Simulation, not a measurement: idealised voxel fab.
Process module name: voxel gate over fins
It is cross-section cut that appears here, measuring 205 nm in width, its square cells being 5 nm in size.
Cross-section = grid of square cells, listed top down in bands; band = one or more rows. First you get the band's top height and its bottom height, in nm, and then the materials it's made of, left to right, with each width in nm. If you see a single material with "everywhere", that one covers the band edge to edge. "blank" is empty space. Heights from 0 (as-received wafer is one material below). Bottom band endless downward, as "0 and below". A width given as "30 to 40" starts at the first number in the band's top row and ends at the second number in its bottom row, shifting by an equal amount at every step from row to row. Step note "no change occurred" = no cross-section cell changed. "Cavities, closed" enumerates empty spaces isolated from the top, with no open way to it, that contain at least 8 cells, giving each as width x height at distance from the left edge, all three in nm. Formally, on a step line, whatever follows the settings is a remark that the simulator itself makes on the step. What "overlay nm" on a step's line means: if the step has a mask, that mask lay this far to the right of its planned place, or, when the value is negative, to the left.

**Here's what the planned process steps look like**
1 RECEIVE [material Si]
2 CONFORMAL_DEP [material SiN] [thk nm 5]
3 MASKED_ETCH [tone cover] [mask id FINS] [width nm 15] [pitch nm 40] [etch materials SiN] [depth nm 5] [overlay nm 0]
4 MASKED_ETCH [tone cover] [mask id FINS] [width nm 15] [pitch nm 40] [etch materials Si] [depth nm 40] [overlay nm 0]
5 OXIDIZE [depth nm 5]
6 FILL_DEP [material SiO2] [thk nm 5]
7 CMP [height nm 5]
8 SELECTIVE_ETCH [etch materials SiO2] [depth nm 15]
9 STRIP [etch materials SiN]
10 CONFORMAL_DEP [material HfO2] [thk nm 5]
11 CONFORMAL_DEP [material TiN] [thk nm 5]
12 FILL_DEP [material W] [thk nm 15]
13 CMP [height nm 20]
14 CONFORMAL_DEP [material SiCN] [thk nm 10]

**Wafer as received: cross-section following step 1**
0 and below  Si everywhere
Cavities, closed: none

**Cross-section, end of module. Start: as above. Plan: as above. Execution: one mistake**
30 down to 20  SiCN everywhere
20 down to 10  W everywhere
10 down to 5  W 70 / TiN 25 / W 15 / TiN 25 / W 70
5 down to 0  W 65 / TiN 10 / HfO2 15 / TiN 5 / W 10 / TiN 10 / HfO2 15 / TiN 5 / W 70
0 down to -5  TiN 70 / HfO2 10 / Si 5 / HfO2 5 / TiN 20 / HfO2 10 / Si 5 / HfO2 5 / TiN 75
-5 down to -10  HfO2 75 / Si 10 / HfO2 30 / Si 10 / HfO2 80
-10 down to -45  SiO2 75 / Si 10 / SiO2 30 / Si 10 / SiO2 80
-45 and below  Si everywhere
Cavities, closed: none
Error vs. plan: step 4, actual vs plan mismatch, actual run MASKED_ETCH [tone cover] [mask id FINS] [width nm 15] [pitch nm 40] [etch materials Si] [depth nm 40] [overlay nm -5]
